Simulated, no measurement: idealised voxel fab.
Module name: voxel quadruple lines (process module)
This is section cut - it's 230 nm across, gridded in 5 nm square cells.
Cross-section, as written here: a square-cell grid given band by band from the top down, where a band holds one or more rows of cells. Heads up on the band format: heights come first, top then bottom, in nm. After that it's the materials left to right, each with its width in nm. A single material flagged "everywhere" fills the whole band edge to edge, and "air" means there's empty space there. The level at which height equals 0 is the one under which the wafer, as it arrives, is entirely one material. No lower edge exists for the bottom band, which continues downward and is notated as in "0 and below". Width: "30->40" (first number = top row, second number = bottom row, same change from row to row of cells). Step marked "nothing altered"? Then no cell in the cross-section changed in it. The entry titled "Listed closed voids" provides the empty spaces that have no open way to the top, restricted to those of 8 cells or more. Each is presented as width x height at distance, the distance being measured from the left edge, with all three in nm. Whatever follows a step's settings on its line is a remark the simulator itself makes about that step. overlay nm: how far to the right of its planned place the mask lay on this masked step (negative: to the left). Quick note on how to read the rest: it's all pairs. You get the cross-section before a process step and the one after, but the after one only goes down as far as the lowest band that changed. The step in between, with its settings, sits under the pair. Heads up, the pairs can come from different runs of this module on the same starting wafer, so don't assume a pair picks up from the one above unless its "Prior to step" entry says it does.

-- Prior to step
	0 and below | Si everywhere
	Listed closed voids: none

-- Post-Step Section View
	10 down to 0 | Al2O3 everywhere
	At heights below 0, the structure remains unaltered.
	Listed closed voids: none
As a process note, the step between the before and after cross-sections shown above is CONFORMAL_DEP | material Al2O3 | thk nm 10

Prior to step: after-step cross-section of the pair just above applies.

-- Post-Step Section View
	25 down to 10 | W everywhere
	At heights below 10, the structure remains unaltered.
	Listed closed voids: none
As a process note, the step between the before and after cross-sections shown above is DIRECTIONAL_DEP | material W | thk nm 15

Prior to step: after-step cross-section of the pair just above applies.

-- Post-Step Section View
	45 down to 25 | polySi everywhere
	At heights below 25, the structure remains unaltered.
	Listed closed voids: none
As a process note, the step between the before and after cross-sections shown above is DIRECTIONAL_DEP | material polySi | thk nm 20

Prior to step: after-step cross-section of the pair just above applies.

-- Post-Step Section View
	65 down to 45 | aC everywhere
	At heights below 45, the structure remains unaltered.
	Listed closed voids: none
As a process note, the step between the before and after cross-sections shown above is DIRECTIONAL_DEP | material aC | thk nm 20

Prior to step: after-step cross-section of the pair just above applies.

-- Post-Step Section View
	95 down to 65 | 45 nm air | 35 nm resist | 65 nm air | 35 nm resist | 50 nm air
	At heights below 65, the structure remains unaltered.
	Listed closed voids: none
As a process note, the step between the before and after cross-sections shown above is PATTERN | tone cover | mask id MANDREL | material resist | width nm 35 | pitch nm 100 | thk nm 30 | overlay nm 0

Prior to step: after-step cross-section of the pair just above applies.

-- Post-Step Section View
	75 down to 65 | 45 nm air | 35 nm resist | 65 nm air | 35 nm resist | 50 nm air
	65 down to 45 | 45 nm air | 35 nm aC | 65 nm air | 35 nm aC | 50 nm air
	At heights below 45, the structure remains unaltered.
	Listed closed voids: none
As a process note, the step between the before and after cross-sections shown above is DIRECTIONAL_ETCH | etch materials aC | depth nm 20

Prior to step: after-step cross-section of the pair just above applies.

-- Post-Step Section View
	65 down to 45 | 45 nm air | 35 nm aC | 65 nm air | 35 nm aC | 50 nm air
	At heights below 45, the structure remains unaltered.
	Listed closed voids: none
As a process note, the step between the before and after cross-sections shown above is STRIP | etch materials resist

Prior to step: after-step cross-section of the pair just above applies.

-- Post-Step Section View
	80 down to 65 | 30 nm air | 65 nm SiO2 | 35 nm air | 65 nm SiO2 | 35 nm air
	65 down to 60 | 30 nm air | 15 nm SiO2 | 35 nm aC | 15 nm SiO2 | 35 nm air | 15 nm SiO2 | 35 nm aC | 15 nm SiO2 | 35 nm air
	60 down to 45 | 45 nm SiO2 | 35 nm aC | 65 nm SiO2 | 35 nm aC | 50 nm SiO2
	At heights below 45, the structure remains unaltered.
	Listed closed voids: none
As a process note, the step between the before and after cross-sections shown above is CONFORMAL_DEP | material SiO2 | thk nm 15

Prior to step: after-step cross-section of the pair just above applies.

-- Post-Step Section View
	65 down to 45 | 30 nm air | 15 nm SiO2 | 35 nm aC | 15 nm SiO2 | 35 nm air | 15 nm SiO2 | 35 nm aC | 15 nm SiO2 | 35 nm air
	At heights below 45, the structure remains unaltered.
	Listed closed voids: none
As a process note, the step between the before and after cross-sections shown above is DIRECTIONAL_ETCH | etch materials SiO2 | depth nm 15

Prior to step: after-step cross-section of the pair just above applies.

-- Post-Step Section View
	65 down to 45 | 30 nm air | 15 nm SiO2 | 35 nm air | 15 nm SiO2 | 35 nm air | 15 nm SiO2 | 35 nm air | 15 nm SiO2 | 35 nm air
	At heights below 45, the structure remains unaltered.
	Listed closed voids: none
As a process note, the step between the before and after cross-sections shown above is STRIP | etch materials aC

Prior to step: after-step cross-section of the pair just above applies.

-- Post-Step Section View
	65 down to 45 | 30 nm air | 15 nm SiO2 | 35 nm air | 15 nm SiO2 | 35 nm air | 15 nm SiO2 | 35 nm air | 15 nm SiO2 | 35 nm air
	45 down to 25 | 30 nm air | 15 nm polySi | 35 nm air | 15 nm polySi | 35 nm air | 15 nm polySi | 35 nm air | 15 nm polySi | 35 nm air
	At heights below 25, the structure remains unaltered.
	Listed closed voids: none
As a process note, the step between the before and after cross-sections shown above is DIRECTIONAL_ETCH | etch materials polySi | depth nm 20

Prior to step: after-step cross-section of the pair just above applies.

-- Post-Step Section View
	45 down to 25 | 30 nm air | 15 nm polySi | 35 nm air | 15 nm polySi | 35 nm air | 15 nm polySi | 35 nm air | 15 nm polySi | 35 nm air
	At heights below 25, the structure remains unaltered.
	Listed closed voids: none
As a process note, the step between the before and after cross-sections shown above is STRIP | etch materials SiO2

Prior to step: after-step cross-section of the pair just above applies.

-- Post-Step Section View
	55 down to 45 | 20 nm air | 35 nm SiCN | 15 nm air | 35 nm SiCN | 15 nm air | 35 nm SiCN | 15 nm air | 35 nm SiCN | 25 nm air
	45 down to 35 | 20 nm air | 10 nm SiCN | 15 nm polySi | 10 nm SiCN | 15 nm air | 10 nm SiCN | 15 nm polySi | 10 nm SiCN | 15 nm air | 10 nm SiCN | 15 nm polySi | 10 nm SiCN | 15 nm air | 10 nm SiCN | 15 nm polySi | 10 nm SiCN | 25 nm air
	35 down to 25 | 30 nm SiCN | 15 nm polySi | 35 nm SiCN | 15 nm polySi | 35 nm SiCN | 15 nm polySi | 35 nm SiCN | 15 nm polySi | 35 nm SiCN
	At heights below 25, the structure remains unaltered.
	Listed closed voids: none
As a process note, the step between the before and after cross-sections shown above is CONFORMAL_DEP | material SiCN | thk nm 10

Prior to step: after-step cross-section of the pair just above applies.

-- Post-Step Section View
	45 down to 25 | 20 nm air | 10 nm SiCN | 15 nm polySi | 10 nm SiCN | 15 nm air | 10 nm SiCN | 15 nm polySi | 10 nm SiCN | 15 nm air | 10 nm SiCN | 15 nm polySi | 10 nm SiCN | 15 nm air | 10 nm SiCN | 15 nm polySi | 10 nm SiCN | 25 nm air
	At heights below 25, the structure remains unaltered.
	Listed closed voids: none
As a process note, the step between the before and after cross-sections shown above is DIRECTIONAL_ETCH | etch materials SiCN | depth nm 10

Prior to step: after-step cross-section of the pair just above applies.

-- Post-Step Section View
	45 down to 25 | 20 nm air | 10 nm SiCN | 15 nm air | 10 nm SiCN | 15 nm air | 10 nm SiCN | 15 nm air | 10 nm SiCN | 15 nm air | 10 nm SiCN | 15 nm air | 10 nm SiCN | 15 nm air | 10 nm SiCN | 15 nm air | 10 nm SiCN | 25 nm air
	At heights below 25, the structure remains unaltered.
	Listed closed voids: none
As a process note, the step between the before and after cross-sections shown above is STRIP | etch materials polySi

Prior to step: after-step cross-section of the pair just above applies.

-- Post-Step Section View
	45 down to 25 | 20 nm air | 10 nm SiCN | 15 nm air | 10 nm SiCN | 15 nm air | 10 nm SiCN | 15 nm air | 10 nm SiCN | 15 nm air | 10 nm SiCN | 15 nm air | 10 nm SiCN | 15 nm air | 10 nm SiCN | 15 nm air | 10 nm SiCN | 25 nm air
	25 down to 10 | 20 nm air | 10 nm W | 15 nm air | 10 nm W | 15 nm air | 10 nm W | 15 nm air | 10 nm W | 15 nm air | 10 nm W | 15 nm air | 10 nm W | 15 nm air | 10 nm W | 15 nm air | 10 nm W | 25 nm air
	At heights below 10, the structure remains unaltered.
	Listed closed voids: none
As a process note, the step between the before and after cross-sections shown above is DIRECTIONAL_ETCH | etch materials W | depth nm 15

Prior to step: after-step cross-section of the pair just above applies.

-- Post-Step Section View
	25 down to 10 | 20 nm air | 10 nm W | 15 nm air | 10 nm W | 15 nm air | 10 nm W | 15 nm air | 10 nm W | 15 nm air | 10 nm W | 15 nm air | 10 nm W | 15 nm air | 10 nm W | 15 nm air | 10 nm W | 25 nm air
	At heights below 10, the structure remains unaltered.
	Listed closed voids: none
As a process note, the step between the before and after cross-sections shown above is STRIP | etch materials SiCN

Prior to step: after-step cross-section of the pair just above applies.

-- Post-Step Section View
	30 down to 25 | lowk everywhere
	25 down to 10 | 20 nm lowk | 10 nm W | 15 nm lowk | 10 nm W | 15 nm lowk | 10 nm W | 15 nm lowk | 10 nm W | 15 nm lowk | 10 nm W | 15 nm lowk | 10 nm W | 15 nm lowk | 10 nm W | 15 nm lowk | 10 nm W | 25 nm lowk
	At heights below 10, the structure remains unaltered.
	Listed closed voids: none
As a process note, the step between the before and after cross-sections shown above is FILL_DEP | material lowk | thk nm 5

Prior to step: after-step cross-section of the pair just above applies.

-- Post-Step Section View
	25 down to 10 | 20 nm lowk | 10 nm W | 15 nm lowk | 10 nm W | 15 nm lowk | 10 nm W | 15 nm lowk | 10 nm W | 15 nm lowk | 10 nm W | 15 nm lowk | 10 nm W | 15 nm lowk | 10 nm W | 15 nm lowk | 10 nm W | 25 nm lowk
	At heights below 10, the structure remains unaltered.
	Listed closed voids: none
As a process note, the step between the before and after cross-sections shown above is CMP | height nm 25

-- Prior to step
	45 down to 25 | 20 nm air | 10 nm SiCN | 15 nm air | 10 nm SiCN | 15 nm air | 10 nm SiCN | 15 nm air | 10 nm SiCN | 15 nm air | 10 nm SiCN | 15 nm air | 10 nm SiCN | 15 nm air | 10 nm SiCN | 15 nm air | 10 nm SiCN | 25 nm air
	25 down to 10 | 20 nm air | 10 nm W | 15 nm air | 10 nm W | 15 nm air | 10 nm W | 15 nm air | 10 nm W | 15 nm air | 10 nm W | 15 nm air | 10 nm W | 15 nm air | 10 nm W | 15 nm air | 10 nm W | 25 nm air
	10 down to 0 | Al2O3 everywhere
	0 and below | Si everywhere
	Listed closed voids: none

-- Post-Step Section View
	50 down to 45 | lowk everywhere
	45 down to 25 | 20 nm lowk | 10 nm SiCN | 15 nm lowk | 10 nm SiCN | 15 nm lowk | 10 nm SiCN | 15 nm lowk | 10 nm SiCN | 15 nm lowk | 10 nm SiCN | 15 nm lowk | 10 nm SiCN | 15 nm lowk | 10 nm SiCN | 15 nm lowk | 10 nm SiCN | 25 nm lowk
	25 down to 10 | 20 nm lowk | 10 nm W | 15 nm lowk | 10 nm W | 15 nm lowk | 10 nm W | 15 nm lowk | 10 nm W | 15 nm lowk | 10 nm W | 15 nm lowk | 10 nm W | 15 nm lowk | 10 nm W | 15 nm lowk | 10 nm W | 25 nm lowk
	At heights below 10, the structure remains unaltered.
	Listed closed voids: none
As a process note, the step between the before and after cross-sections shown above is FILL_DEP | material lowk | thk nm 5

Prior to step: after-step cross-section of the pair just above applies.

-- Post-Step Section View
	25 down to 10 | 20 nm lowk | 10 nm W | 15 nm lowk | 10 nm W | 15 nm lowk | 10 nm W | 15 nm lowk | 10 nm W | 15 nm lowk | 10 nm W | 15 nm lowk | 10 nm W | 15 nm lowk | 10 nm W | 15 nm lowk | 10 nm W | 25 nm lowk
	At heights below 10, the structure remains unaltered.
	Listed closed voids: none
As a process note, the step between the before and after cross-sections shown above is CMP | height nm 25

-- Prior to step
	0 and below | Si everywhere
	Listed closed voids: none

-- Post-Step Section View
	15 down to 0 | W everywhere
	At heights below 0, the structure remains unaltered.
	Listed closed voids: none
As a process note, the step between the before and after cross-sections shown above is DIRECTIONAL_DEP | material W | thk nm 15

Prior to step: after-step cross-section of the pair just above applies.

-- Post-Step Section View
	25 down to 15 | Al2O3 everywhere
	At heights below 15, the structure remains unaltered.
	Listed closed voids: none
As a process note, the step between the before and after cross-sections shown above is CONFORMAL_DEP | material Al2O3 | thk nm 10

Prior to step: after-step cross-section of the pair just above applies.

-- Post-Step Section View
	45 down to 25 | polySi everywhere
	At heights below 25, the structure remains unaltered.
	Listed closed voids: none
As a process note, the step between the before and after cross-sections shown above is DIRECTIONAL_DEP | material polySi | thk nm 20

Prior to step: after-step cross-section of the pair just above applies.

-- Post-Step Section View
	65 down to 45 | aC everywhere
	At heights below 45, the structure remains unaltered.
	Listed closed voids: none
As a process note, the step between the before and after cross-sections shown above is DIRECTIONAL_DEP | material aC | thk nm 20

Prior to step: after-step cross-section of the pair just above applies.

-- Post-Step Section View
	95 down to 65 | 45 nm air | 35 nm resist | 65 nm air | 35 nm resist | 50 nm air
	At heights below 65, the structure remains unaltered.
	Listed closed voids: none
As a process note, the step between the before and after cross-sections shown above is PATTERN | tone cover | mask id MANDREL | material resist | width nm 35 | pitch nm 100 | thk nm 30 | overlay nm 0

Prior to step: after-step cross-section of the pair just above applies.

-- Post-Step Section View
	75 down to 65 | 45 nm air | 35 nm resist | 65 nm air | 35 nm resist | 50 nm air
	65 down to 45 | 45 nm air | 35 nm aC | 65 nm air | 35 nm aC | 50 nm air
	At heights below 45, the structure remains unaltered.
	Listed closed voids: none
As a process note, the step between the before and after cross-sections shown above is DIRECTIONAL_ETCH | etch materials aC | depth nm 20

Prior to step: after-step cross-section of the pair just above applies.

-- Post-Step Section View
	65 down to 45 | 45 nm air | 35 nm aC | 65 nm air | 35 nm aC | 50 nm air
	At heights below 45, the structure remains unaltered.
	Listed closed voids: none
As a process note, the step between the before and after cross-sections shown above is STRIP | etch materials resist

Prior to step: after-step cross-section of the pair just above applies.

-- Post-Step Section View
	80 down to 65 | 30 nm air | 65 nm SiO2 | 35 nm air | 65 nm SiO2 | 35 nm air
	65 down to 60 | 30 nm air | 15 nm SiO2 | 35 nm aC | 15 nm SiO2 | 35 nm air | 15 nm SiO2 | 35 nm aC | 15 nm SiO2 | 35 nm air
	60 down to 45 | 45 nm SiO2 | 35 nm aC | 65 nm SiO2 | 35 nm aC | 50 nm SiO2
	At heights below 45, the structure remains unaltered.
	Listed closed voids: none
As a process note, the step between the before and after cross-sections shown above is CONFORMAL_DEP | material SiO2 | thk nm 15

Prior to step: after-step cross-section of the pair just above applies.

-- Post-Step Section View
	65 down to 45 | 30 nm air | 15 nm SiO2 | 35 nm aC | 15 nm SiO2 | 35 nm air | 15 nm SiO2 | 35 nm aC | 15 nm SiO2 | 35 nm air
	At heights below 45, the structure remains unaltered.
	Listed closed voids: none
As a process note, the step between the before and after cross-sections shown above is DIRECTIONAL_ETCH | etch materials SiO2 | depth nm 15

Prior to step: after-step cross-section of the pair just above applies.

-- Post-Step Section View
	65 down to 45 | 30 nm air | 15 nm SiO2 | 35 nm air | 15 nm SiO2 | 35 nm air | 15 nm SiO2 | 35 nm air | 15 nm SiO2 | 35 nm air
	At heights below 45, the structure remains unaltered.
	Listed closed voids: none
As a process note, the step between the before and after cross-sections shown above is STRIP | etch materials aC

Prior to step: after-step cross-section of the pair just above applies.

-- Post-Step Section View
	65 down to 45 | 30 nm air | 15 nm SiO2 | 35 nm air | 15 nm SiO2 | 35 nm air | 15 nm SiO2 | 35 nm air | 15 nm SiO2 | 35 nm air
	45 down to 25 | 30 nm air | 15 nm polySi | 35 nm air | 15 nm polySi | 35 nm air | 15 nm polySi | 35 nm air | 15 nm polySi | 35 nm air
	At heights below 25, the structure remains unaltered.
	Listed closed voids: none
As a process note, the step between the before and after cross-sections shown above is DIRECTIONAL_ETCH | etch materials polySi | depth nm 20

Prior to step: after-step cross-section of the pair just above applies.

-- Post-Step Section View
	45 down to 25 | 30 nm air | 15 nm polySi | 35 nm air | 15 nm polySi | 35 nm air | 15 nm polySi | 35 nm air | 15 nm polySi | 35 nm air
	At heights below 25, the structure remains unaltered.
	Listed closed voids: none
As a process note, the step between the before and after cross-sections shown above is STRIP | etch materials SiO2

Prior to step: after-step cross-section of the pair just above applies.

-- Post-Step Section View
	55 down to 45 | 20 nm air | 35 nm SiCN | 15 nm air | 35 nm SiCN | 15 nm air | 35 nm SiCN | 15 nm air | 35 nm SiCN | 25 nm air
	45 down to 35 | 20 nm air | 10 nm SiCN | 15 nm polySi | 10 nm SiCN | 15 nm air | 10 nm SiCN | 15 nm polySi | 10 nm SiCN | 15 nm air | 10 nm SiCN | 15 nm polySi | 10 nm SiCN | 15 nm air | 10 nm SiCN | 15 nm polySi | 10 nm SiCN | 25 nm air
	35 down to 25 | 30 nm SiCN | 15 nm polySi | 35 nm SiCN | 15 nm polySi | 35 nm SiCN | 15 nm polySi | 35 nm SiCN | 15 nm polySi | 35 nm SiCN
	At heights below 25, the structure remains unaltered.
	Listed closed voids: none
As a process note, the step between the before and after cross-sections shown above is CONFORMAL_DEP | material SiCN | thk nm 10

Prior to step: after-step cross-section of the pair just above applies.

-- Post-Step Section View
	45 down to 25 | 20 nm air | 10 nm SiCN | 15 nm polySi | 10 nm SiCN | 15 nm air | 10 nm SiCN | 15 nm polySi | 10 nm SiCN | 15 nm air | 10 nm SiCN | 15 nm polySi | 10 nm SiCN | 15 nm air | 10 nm SiCN | 15 nm polySi | 10 nm SiCN | 25 nm air
	At heights below 25, the structure remains unaltered.
	Listed closed voids: none
As a process note, the step between the before and after cross-sections shown above is DIRECTIONAL_ETCH | etch materials SiCN | depth nm 10

Prior to step: after-step cross-section of the pair just above applies.

-- Post-Step Section View
	45 down to 25 | 20 nm air | 10 nm SiCN | 15 nm air | 10 nm SiCN | 15 nm air | 10 nm SiCN | 15 nm air | 10 nm SiCN | 15 nm air | 10 nm SiCN | 15 nm air | 10 nm SiCN | 15 nm air | 10 nm SiCN | 15 nm air | 10 nm SiCN | 25 nm air
	At heights below 25, the structure remains unaltered.
	Listed closed voids: none
As a process note, the step between the before and after cross-sections shown above is STRIP | etch materials polySi

Prior to step: after-step cross-section of the pair just above applies.

-- Post-Step Section View
	25 down to 15 | Al2O3 everywhere
	At heights below 15, the structure remains unaltered.
	Listed closed voids: none
As a process note, the step between the before and after cross-sections shown above is STRIP | etch materials SiCN

Prior to step: after-step cross-section of the pair just above applies.

-- Post-Step Section View
	30 down to 25 | lowk everywhere
	At heights below 25, the structure remains unaltered.
	Listed closed voids: none
As a process note, the step between the before and after cross-sections shown above is FILL_DEP | material lowk | thk nm 5

Prior to step: after-step cross-section of the pair just above applies.

-- Post-Step Section View
	25 down to 15 | Al2O3 everywhere
	At heights below 15, the structure remains unaltered.
	Listed closed voids: none
As a process note, the step between the before and after cross-sections shown above is CMP | height nm 25

-- Prior to step
	65 down to 45 | 45 nm air | 35 nm aC | 65 nm air | 35 nm aC | 50 nm air
	45 down to 25 | polySi everywhere
	25 down to 10 | W everywhere
	10 down to 0 | Al2O3 everywhere
	0 and below | Si everywhere
	Listed closed voids: none

-- Post-Step Section View
	70 down to 65 | 40 nm air | 45 nm SiO2 | 55 nm air | 45 nm SiO2 | 45 nm air
	65 down to 50 | 40 nm air | 5 nm SiO2 | 35 nm aC | 5 nm SiO2 | 55 nm air | 5 nm SiO2 | 35 nm aC | 5 nm SiO2 | 45 nm air
	50 down to 45 | 45 nm SiO2 | 35 nm aC | 65 nm SiO2 | 35 nm aC | 50 nm SiO2
	At heights below 45, the structure remains unaltered.
	Listed closed voids: none
As a process note, the step between the before and after cross-sections shown above is CONFORMAL_DEP | material SiO2 | thk nm 5

Prior to step: after-step cross-section of the pair just above applies.

-- Post-Step Section View
	65 down to 55 | 45 nm air | 35 nm aC | 65 nm air | 35 nm aC | 50 nm air
	55 down to 45 | 40 nm air | 5 nm SiO2 | 35 nm aC | 5 nm SiO2 | 55 nm air | 5 nm SiO2 | 35 nm aC | 5 nm SiO2 | 45 nm air
	At heights below 45, the structure remains unaltered.
	Listed closed voids: none
As a process note, the step between the before and after cross-sections shown above is DIRECTIONAL_ETCH | etch materials SiO2 | depth nm 15

Prior to step: after-step cross-section of the pair just above applies.

-- Post-Step Section View
	55 down to 45 | 40 nm air | 5 nm SiO2 | 35 nm air | 5 nm SiO2 | 55 nm air | 5 nm SiO2 | 35 nm air | 5 nm SiO2 | 45 nm air
	At heights below 45, the structure remains unaltered.
	Listed closed voids: none
As a process note, the step between the before and after cross-sections shown above is STRIP | etch materials aC

Prior to step: after-step cross-section of the pair just above applies.

-- Post-Step Section View
	55 down to 45 | 40 nm air | 5 nm SiO2 | 35 nm air | 5 nm SiO2 | 55 nm air | 5 nm SiO2 | 35 nm air | 5 nm SiO2 | 45 nm air
	45 down to 25 | 40 nm air | 5 nm polySi | 35 nm air | 5 nm polySi | 55 nm air | 5 nm polySi | 35 nm air | 5 nm polySi | 45 nm air
	At heights below 25, the structure remains unaltered.
	Listed closed voids: none
As a process note, the step between the before and after cross-sections shown above is DIRECTIONAL_ETCH | etch materials polySi | depth nm 20

Prior to step: after-step cross-section of the pair just above applies.

-- Post-Step Section View
	45 down to 25 | 40 nm air | 5 nm polySi | 35 nm air | 5 nm polySi | 55 nm air | 5 nm polySi | 35 nm air | 5 nm polySi | 45 nm air
	At heights below 25, the structure remains unaltered.
	Listed closed voids: none
As a process note, the step between the before and after cross-sections shown above is STRIP | etch materials SiO2

Prior to step: after-step cross-section of the pair just above applies.

-- Post-Step Section View
	55 down to 45 | 30 nm air | 25 nm SiCN | 15 nm air | 25 nm SiCN | 35 nm air | 25 nm SiCN | 15 nm air | 25 nm SiCN | 35 nm air
	45 down to 35 | 30 nm air | 10 nm SiCN | 5 nm polySi | 10 nm SiCN | 15 nm air | 10 nm SiCN | 5 nm polySi | 10 nm SiCN | 35 nm air | 10 nm SiCN | 5 nm polySi | 10 nm SiCN | 15 nm air | 10 nm SiCN | 5 nm polySi | 10 nm SiCN | 35 nm air
	35 down to 25 | 40 nm SiCN | 5 nm polySi | 35 nm SiCN | 5 nm polySi | 55 nm SiCN | 5 nm polySi | 35 nm SiCN | 5 nm polySi | 45 nm SiCN
	At heights below 25, the structure remains unaltered.
	Listed closed voids: none
As a process note, the step between the before and after cross-sections shown above is CONFORMAL_DEP | material SiCN | thk nm 10

Prior to step: after-step cross-section of the pair just above applies.

-- Post-Step Section View
	45 down to 25 | 30 nm air | 10 nm SiCN | 5 nm polySi | 10 nm SiCN | 15 nm air | 10 nm SiCN | 5 nm polySi | 10 nm SiCN | 35 nm air | 10 nm SiCN | 5 nm polySi | 10 nm SiCN | 15 nm air | 10 nm SiCN | 5 nm polySi | 10 nm SiCN | 35 nm air
	At heights below 25, the structure remains unaltered.
	Listed closed voids: none
As a process note, the step between the before and after cross-sections shown above is DIRECTIONAL_ETCH | etch materials SiCN | depth nm 10

Prior to step: after-step cross-section of the pair just above applies.

-- Post-Step Section View
	45 down to 25 | 30 nm air | 10 nm SiCN | 5 nm air | 10 nm SiCN | 15 nm air | 10 nm SiCN | 5 nm air | 10 nm SiCN | 35 nm air | 10 nm SiCN | 5 nm air | 10 nm SiCN | 15 nm air | 10 nm SiCN | 5 nm air | 10 nm SiCN | 35 nm air
	At heights below 25, the structure remains unaltered.
	Listed closed voids: none
As a process note, the step between the before and after cross-sections shown above is STRIP | etch materials polySi

Prior to step: after-step cross-section of the pair just above applies.

-- Post-Step Section View
	45 down to 25 | 30 nm air | 10 nm SiCN | 5 nm air | 10 nm SiCN | 15 nm air | 10 nm SiCN | 5 nm air | 10 nm SiCN | 35 nm air | 10 nm SiCN | 5 nm air | 10 nm SiCN | 15 nm air | 10 nm SiCN | 5 nm air | 10 nm SiCN | 35 nm air
	25 down to 10 | 30 nm air | 10 nm W | 5 nm air | 10 nm W | 15 nm air | 10 nm W | 5 nm air | 10 nm W | 35 nm air | 10 nm W | 5 nm air | 10 nm W | 15 nm air | 10 nm W | 5 nm air | 10 nm W | 35 nm air
	At heights below 10, the structure remains unaltered.
	Listed closed voids: none
As a process note, the step between the before and after cross-sections shown above is DIRECTIONAL_ETCH | etch materials W | depth nm 15

Prior to step: after-step cross-section of the pair just above applies.

-- Post-Step Section View
	25 down to 10 | 30 nm air | 10 nm W | 5 nm air | 10 nm W | 15 nm air | 10 nm W | 5 nm air | 10 nm W | 35 nm air | 10 nm W | 5 nm air | 10 nm W | 15 nm air | 10 nm W | 5 nm air | 10 nm W | 35 nm air
	At heights below 10, the structure remains unaltered.
	Listed closed voids: none
As a process note, the step between the before and after cross-sections shown above is STRIP | etch materials SiCN

Prior to step: after-step cross-section of the pair just above applies.

-- Post-Step Section View
	30 down to 25 | lowk everywhere
	25 down to 10 | 30 nm lowk | 10 nm W | 5 nm lowk | 10 nm W | 15 nm lowk | 10 nm W | 5 nm lowk | 10 nm W | 35 nm lowk | 10 nm W | 5 nm lowk | 10 nm W | 15 nm lowk | 10 nm W | 5 nm lowk | 10 nm W | 35 nm lowk
	At heights below 10, the structure remains unaltered.
	Listed closed voids: none
As a process note, the step between the before and after cross-sections shown above is FILL_DEP | material lowk | thk nm 5

Prior to step: after-step cross-section of the pair just above applies.

-- Post-Step Section View
	25 down to 10 | 30 nm lowk | 10 nm W | 5 nm lowk | 10 nm W | 15 nm lowk | 10 nm W | 5 nm lowk | 10 nm W | 35 nm lowk | 10 nm W | 5 nm lowk | 10 nm W | 15 nm lowk | 10 nm W | 5 nm lowk | 10 nm W | 35 nm lowk
	At heights below 10, the structure remains unaltered.
	Listed closed voids: none
As a process note, the step between the before and after cross-sections shown above is CMP | height nm 25

-- Prior to step
	65 down to 45 | aC everywhere
	45 down to 25 | polySi everywhere
	25 down to 10 | W everywhere
	10 down to 0 | Al2O3 everywhere
	0 and below | Si everywhere
	Listed closed voids: none

-- Post-Step Section View
	95 down to 65 | 40 nm air | 45 nm resist | 55 nm air | 45 nm resist | 45 nm air
	At heights below 65, the structure remains unaltered.
	Listed closed voids: none
As a process note, the step between the before and after cross-sections shown above is PATTERN | tone cover | mask id MANDREL | material resist | width nm 45 | pitch nm 100 | thk nm 30 | overlay nm 0

Prior to step: after-step cross-section of the pair just above applies.

-- Post-Step Section View
	75 down to 65 | 40 nm air | 45 nm resist | 55 nm air | 45 nm resist | 45 nm air
	65 down to 45 | 40 nm air | 45 nm aC | 55 nm air | 45 nm aC | 45 nm air
	At heights below 45, the structure remains unaltered.
	Listed closed voids: none
As a process note, the step between the before and after cross-sections shown above is DIRECTIONAL_ETCH | etch materials aC | depth nm 20

Prior to step: after-step cross-section of the pair just above applies.

-- Post-Step Section View
	65 down to 45 | 40 nm air | 45 nm aC | 55 nm air | 45 nm aC | 45 nm air
	At heights below 45, the structure remains unaltered.
	Listed closed voids: none
As a process note, the step between the before and after cross-sections shown above is STRIP | etch materials resist

Prior to step: after-step cross-section of the pair just above applies.

-- Post-Step Section View
	80 down to 65 | 25 nm air | 75 nm SiO2 | 25 nm air | 75 nm SiO2 | 30 nm air
	65 down to 60 | 25 nm air | 15 nm SiO2 | 45 nm aC | 15 nm SiO2 | 25 nm air | 15 nm SiO2 | 45 nm aC | 15 nm SiO2 | 30 nm air
	60 down to 45 | 40 nm SiO2 | 45 nm aC | 55 nm SiO2 | 45 nm aC | 45 nm SiO2
	At heights below 45, the structure remains unaltered.
	Listed closed voids: none
As a process note, the step between the before and after cross-sections shown above is CONFORMAL_DEP | material SiO2 | thk nm 15

Prior to step: after-step cross-section of the pair just above applies.

-- Post-Step Section View
	65 down to 45 | 25 nm air | 15 nm SiO2 | 45 nm aC | 15 nm SiO2 | 25 nm air | 15 nm SiO2 | 45 nm aC | 15 nm SiO2 | 30 nm air
	At heights below 45, the structure remains unaltered.
	Listed closed voids: none
As a process note, the step between the before and after cross-sections shown above is DIRECTIONAL_ETCH | etch materials SiO2 | depth nm 15

Prior to step: after-step cross-section of the pair just above applies.

-- Post-Step Section View
	65 down to 45 | 25 nm air | 15 nm SiO2 | 45 nm air | 15 nm SiO2 | 25 nm air | 15 nm SiO2 | 45 nm air | 15 nm SiO2 | 30 nm air
	At heights below 45, the structure remains unaltered.
	Listed closed voids: none
As a process note, the step between the before and after cross-sections shown above is STRIP | etch materials aC

Prior to step: after-step cross-section of the pair just above applies.

-- Post-Step Section View
	65 down to 45 | 25 nm air | 15 nm SiO2 | 45 nm air | 15 nm SiO2 | 25 nm air | 15 nm SiO2 | 45 nm air | 15 nm SiO2 | 30 nm air
	45 down to 25 | 25 nm air | 15 nm polySi | 45 nm air | 15 nm polySi | 25 nm air | 15 nm polySi | 45 nm air | 15 nm polySi | 30 nm air
	At heights below 25, the structure remains unaltered.
	Listed closed voids: none
As a process note, the step between the before and after cross-sections shown above is DIRECTIONAL_ETCH | etch materials polySi | depth nm 20

Prior to step: after-step cross-section of the pair just above applies.

-- Post-Step Section View
	45 down to 25 | 25 nm air | 15 nm polySi | 45 nm air | 15 nm polySi | 25 nm air | 15 nm polySi | 45 nm air | 15 nm polySi | 30 nm air
	At heights below 25, the structure remains unaltered.
	Listed closed voids: none
As a process note, the step between the before and after cross-sections shown above is STRIP | etch materials SiO2

Prior to step: after-step cross-section of the pair just above applies.

-- Post-Step Section View
	55 down to 45 | 15 nm air | 35 nm SiCN | 25 nm air | 35 nm SiCN | 5 nm air | 35 nm SiCN | 25 nm air | 35 nm SiCN | 20 nm air
	45 down to 35 | 15 nm air | 10 nm SiCN | 15 nm polySi | 10 nm SiCN | 25 nm air | 10 nm SiCN | 15 nm polySi | 10 nm SiCN | 5 nm air | 10 nm SiCN | 15 nm polySi | 10 nm SiCN | 25 nm air | 10 nm SiCN | 15 nm polySi | 10 nm SiCN | 20 nm air
	35 down to 25 | 25 nm SiCN | 15 nm polySi | 45 nm SiCN | 15 nm polySi | 25 nm SiCN | 15 nm polySi | 45 nm SiCN | 15 nm polySi | 30 nm SiCN
	At heights below 25, the structure remains unaltered.
	Listed closed voids: none
As a process note, the step between the before and after cross-sections shown above is CONFORMAL_DEP | material SiCN | thk nm 10
